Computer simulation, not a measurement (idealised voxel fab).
This section sets out a process module, namely voxel tone inversion.
In the cross-section labelled cut, the width is 210 nm and each square cell is 5 nm.
Notation: cross-section as square-cell grid; stated in bands, top first, going down; one or more cell rows per band. Top height, bottom height, nm. Materials left to right, width each, nm. Single material + "throughout" = fills band edge to edge. "air" = empty. Note: height 0 marks the level under which the wafer is uniformly one material as received. Lowest band unbounded below, written "0 -> down". A width given as "30->40" starts at the first number in the band's top row and ends at the second number in its bottom row, shifting by an equal amount at every step from row to row. "no change" means the step left every cell of the cross-section as it was. So "Enclosed void inventory" is basically the list of trapped voids: any empty space of 8 cells or more that can't reach the top through an opening. They're written width x height at distance, the distance being from the left edge, and it's all nm. The remark found on a step's line after its settings is issued by the simulator itself and pertains to that step. When a step includes a mask, the "overlay nm" setting on its line states how far to the right of its planned place that mask lay, and negative values state how far to the left.
The process steps that were planned are listed below:
- 1: RECEIVE [material Si]
- 2: CONFORMAL_DEP [material SiN] [thk nm 10]
- 3: DIRECTIONAL_DEP [material polySi] [thk nm 20]
- 4: PATTERN [tone cover] [mask id POSTS] [material resist] [width nm 15] [pitch nm 35] [thk nm 30] [overlay nm 0]
- 5: DIRECTIONAL_ETCH [etch materials polySi] [depth nm 20]
- 6: STRIP [etch materials resist]
- 7: FILL_DEP [material SiO2] [thk nm 5]
- 8: CMP [height nm 30]
- 9: STRIP [etch materials polySi]
Here's what the wafer looked like in cross-section when it arrived - that's after step 1:
	0 -> down: Si throughout
	Enclosed void inventory: none
As-planned run: cross-section of the first of two wafers at end of module:
	30 -> 10: SiO2 (60), air (15), SiO2 (20), air (15), SiO2 (20), air (15), SiO2 (65)
	10 -> 0: SiN throughout
	0 -> down: Si throughout
	Enclosed void inventory: none
Cross-section at end of module for the second wafer of two, which matched the first in starting point and plan and differed by one mistake in its processing:
	30 -> 20: SiN throughout
	20 -> 0: polySi throughout
	0 -> down: Si throughout
	Enclosed void inventory: none
Heads up, the wafer didn't run the way we planned it: deviation from plan: step 3 and step 2 executed in one another's positions
Per the end-of-run cell counts, the second wafer holds more or fewer of some materials than the first: 132 fewer of SiO2; 168 more of polySi
